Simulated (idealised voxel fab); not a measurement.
Documented hereafter: the process module known as voxel ribs on slabs.
The cross-section on display is named cut; it measures 295 nm wide, and its cells are 5 nm squares.
Cross-section spec: square-cell grid; bands listed top down; each band is one or more rows. A band entry consists of two parts. The first gives the height of the band's top and the height of its bottom, in nm. The rest lists the band's materials from left to right, each with its width in nm. A single material labelled with the word "all across" fills the band from edge to edge, and the word "empty" marks empty space. All heights in this document are referenced to 0, defined as the level beneath which the wafer, as received, consists entirely of one material. The lowest band is not bounded below; it extends indefinitely downward and is written in the form "from 0 down". Top row gets the first number, bottom row gets the second, and each row in between changes by the same step: that is how a band width like "30..40" works. A step reported as "all unchanged" is a step in which no cell of the cross-section changed. "Enclosed void list" - sealed voids, min. 8 cells, no opening to top; format: width x height at distance (distance from left edge; nm throughout). Whatever follows a step's settings on its line is a remark the simulator itself makes about that step. overlay nm: right-of-plan distance of the mask on a masked step; negative values mean left-of-plan.
So here's the lineup of process steps we planned
1) RECEIVE, material Si
2) DIRECTIONAL_DEP, material SiO2, thk nm 25
3) DIRECTIONAL_DEP, material polySi, thk nm 15
4) PATTERN, tone cover, mask id RIB, material resist, width nm 30, thk nm 15, overlay nm 0
5) DIRECTIONAL_ETCH, etch materials polySi, depth nm 5
6) STRIP, etch materials resist
7) MASKED_ETCH, tone cover, mask id SLAB, width nm 60, etch materials polySi, depth nm 10, overlay nm 0
8) FILL_DEP, material SiO2, thk nm 20
9) CMP, height nm 55
10) DIRECTIONAL_DEP, material TiN, thk nm 5
11) MASKED_ETCH, tone cover, mask id HEATER, width nm 40, etch materials TiN, depth nm 5, overlay nm 0
12) CONFORMAL_DEP, material SiN, thk nm 5
Cross-section of the wafer as it came to us, i.e., already through step 1
> from 0 down  Si all across
> Enclosed void list: none
As-planned run: cross-section of the first of two wafers at end of module
> from 65 to 60  empty 120, then SiN 50, then empty 125
> from 60 to 55  SiN 125, then TiN 40, then SiN 130
> from 55 to 40  SiO2 all across
> from 40 to 35  SiO2 130, then polySi 30, then SiO2 135
> from 35 to 25  SiO2 115, then polySi 60, then SiO2 120
> from 25 to 0  SiO2 all across
> from 0 down  Si all across
> Enclosed void list: none
End-of-module cross-section of the second wafer: identical starting point and process plan to the first, with one processing mistake
> from 60 to 55  empty 125, then TiN 40, then empty 130
> from 55 to 40  SiO2 all across
> from 40 to 35  SiO2 130, then polySi 30, then SiO2 135
> from 35 to 25  SiO2 115, then polySi 60, then SiO2 120
> from 25 to 0  SiO2 all across
> from 0 down  Si all across
> Enclosed void list: none
Want to know what went wrong? no execution of plan step 12; skipped
Cell-count delta at end, second wafer over first, by material: SiN -61
